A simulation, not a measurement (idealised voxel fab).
The following process module bears the name voxel fin reveal.
Pictured: cross-section cut, 240 nm wide, on a grid of 5 nm square cells.
We lay out every cross-section as a grid of square cells and spell it out in bands from the top down, where one band means one or more rows of cells. The entry gives the band's vertical extent as a top height and a bottom height in nm, then its horizontal make-up as materials from left to right, each with a width in nm. "empty" stands for empty space; a single material marked "full width" fills the band edge to edge. Heights from 0 (as-received wafer is one material below). Bottom band endless downward, as "z 0 and below". Top row gets the first number, bottom row gets the second, and each row in between changes by the same step: that is how a band width like "30..40" works. Reading "changes: none" for a step: not a cell of the cross-section changed in it. Catalogued sealed voids: empty space of 8 cells or more with no open way to the top, each as width x height at its distance from the left edge, in nm. Whatever follows a step's settings on its line is a remark the simulator itself makes about that step. A step line may carry the setting "overlay nm", which, for steps involving a mask, states the distance by which the mask lay to the right of its intended position; negative values denote displacement to the left.
Steps in the process plan
step 1: RECEIVE, material Si
step 2: CONFORMAL_DEP, material SiN, thk nm 5
step 3: PATTERN, tone cover, mask id FINS, material resist, width nm 15, pitch nm 35, thk nm 15, overlay nm 0
step 4: DIRECTIONAL_ETCH, etch materials SiN, depth nm 5
step 5: DIRECTIONAL_ETCH, etch materials Si, depth nm 35
step 6: STRIP, etch materials resist
step 7: FILL_DEP, material SiO2, thk nm 15
step 8: CMP, height nm 5
step 9: SELECTIVE_ETCH, etch materials SiO2, depth nm 15
step 10: STRIP, etch materials SiN
Cross-section, incoming material, after step 1
- z 0 and below: Si full width
- Catalogued sealed voids: none
Starting structure and process plan are as shown above, but one mistake was made in running the module; the wafer cross-section at the end of the module follows
- z 0 to -10: empty 60, Si 15, empty 20, Si 15, empty 20, Si 15, empty 20, Si 15, empty 60
- z -10 to -15: SiO2 45, empty 15, Si 15, empty 20, Si 15, empty 20, Si 15, empty 20, Si 15, empty 15, SiO2 45
- z -15 to -35: SiO2 60, Si 15, SiO2 20, Si 15, SiO2 20, Si 15, SiO2 20, Si 15, SiO2 60
- z -35 and below: Si full width
- Catalogued sealed voids: none
Error vs. plan: order of steps 9 and 10 inverted relative to the plan
